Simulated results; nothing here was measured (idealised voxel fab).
Process module, titled voxel fin reveal
Shown is cross-section cut, with a width of 245 nm and square cells of size 5 nm.
Notation: cross-section as square-cell grid; stated in bands, top first, going down; one or more cell rows per band.
Band entry format. Leading values: height of top, height of bottom, nm. Remainder: materials in left-to-right order, each with its width in nm. Special words: "all across" on a single material, which then fills the band edge to edge; "air", empty space.
We count height from 0. Below that, the starting wafer is all one material. The lowest band never ends at the bottom but goes on down; see "0 nm and below" for how that is written.
A two-number width, for instance "30 to 40", indicates that the width is equal to the first number in the top row of the band and to the second number in the bottom row, and that it changes by a constant amount per row of cells.
Any step labelled "no change" changed none of the cells in the cross-section.
What "Fully enclosed voids" gives you is every empty space of 8 cells or more that is cut off from the top. Each appears as width x height at distance, with the distance taken from the left edge and width, height and distance all in nm.
Whatever follows a step's settings on its line is a remark the simulator itself makes about that step.
When a step includes a mask, the "overlay nm" setting on its line states how far to the right of its planned place that mask lay, and negative values state how far to the left.

[List of planned process steps]
- 1: RECEIVE, material Si
- 2: CONFORMAL_DEP, material SiN, thk nm 10
- 3: MASKED_ETCH, tone cover, mask id FINS, width nm 15, pitch nm 40, etch materials SiN, depth nm 10, overlay nm 0
- 4: MASKED_ETCH, tone cover, mask id FINS, width nm 15, pitch nm 40, etch materials Si, depth nm 35, overlay nm 0
- 5: OXIDIZE, depth nm 5
- 6: FILL_DEP, material SiO2, thk nm 15
- 7: CMP, height nm 10
- 8: SELECTIVE_ETCH, etch materials SiO2, depth nm 30
- 9: STRIP, etch materials SiN

[First out of two wafers; run went to plan]

[This is the cross-section of the wafer as we received it, i.e. after step 1]
    0 nm and below: Si all across
    Fully enclosed voids: none

[Cross-section of the wafer after step 2]
    10 nm to 0 nm: SiN all across
    Nothing below the height 0 has changed.

[Cross-section of the wafer after step 3]
    10 nm to 0 nm: 95 of air | 15 of SiN | 25 of air | 15 of SiN | 95 of air
    Nothing below the height 0 has changed.

[Cross-section of the wafer after step 4]
    10 nm to 0 nm: 95 of air | 15 of SiN | 25 of air | 15 of SiN | 95 of air
    0 nm to -35 nm: 95 of air | 15 of Si | 25 of air | 15 of Si | 95 of air
    Nothing below the height -35 has changed.

[Cross-section of the wafer after step 5]
    10 nm to 0 nm: 95 of air | 15 of SiN | 25 of air | 15 of SiN | 95 of air
    0 nm to -35 nm: 95 of air | 5 of SiO2 | 5 of Si | 5 of SiO2 | 25 of air | 5 of SiO2 | 5 of Si | 5 of SiO2 | 95 of air
    -35 nm to -40 nm: 100 of SiO2 | 5 of Si | 35 of SiO2 | 5 of Si | 100 of SiO2
    Nothing below the height -40 has changed.

[Cross-section of the wafer after step 6]
    25 nm to 10 nm: SiO2 all across
    10 nm to 0 nm: 95 of SiO2 | 15 of SiN | 25 of SiO2 | 15 of SiN | 95 of SiO2
    0 nm to -40 nm: 100 of SiO2 | 5 of Si | 35 of SiO2 | 5 of Si | 100 of SiO2
    Nothing below the height -40 has changed.

[Cross-section of the wafer after step 7]
    10 nm to 0 nm: 95 of SiO2 | 15 of SiN | 25 of SiO2 | 15 of SiN | 95 of SiO2
    Nothing below the height 0 has changed.

[Cross-section of the wafer after step 8]
    10 nm to 0 nm: 95 of air | 15 of SiN | 25 of air | 15 of SiN | 95 of air
    0 nm to -20 nm: 100 of air | 5 of Si | 35 of air | 5 of Si | 100 of air
    Nothing below the height -20 has changed.

[Cross-section of the wafer after step 9]
    0 nm to -20 nm: 100 of air | 5 of Si | 35 of air | 5 of Si | 100 of air
    Nothing below the height -20 has changed.

[The second wafer was prepared from the same starting point and under the same plan as the first; its processing contained one mistake, and it remains indistinguishable from the first wafer up to and including step 6]

Second wafer, sectioned view, at step 7's planned end time: no change

[Second wafer, sectioned view, at step 8's planned end time]
    10 nm to 0 nm: 95 of air | 15 of SiN | 25 of air | 15 of SiN | 95 of air
    0 nm to -5 nm: 100 of air | 5 of Si | 35 of air | 5 of Si | 100 of air
    Nothing below the height -5 has changed.

[Second wafer, sectioned view, at step 9's planned end time]
    0 nm to -5 nm: 100 of air | 5 of Si | 35 of air | 5 of Si | 100 of air
    Nothing below the height -5 has changed.
What broke from the plan during processing? yeah, step 7 of the plan got skipped, never ran
FYI, end of process, the second wafer has more or fewer cells of some materials than the first: +141 SiO2
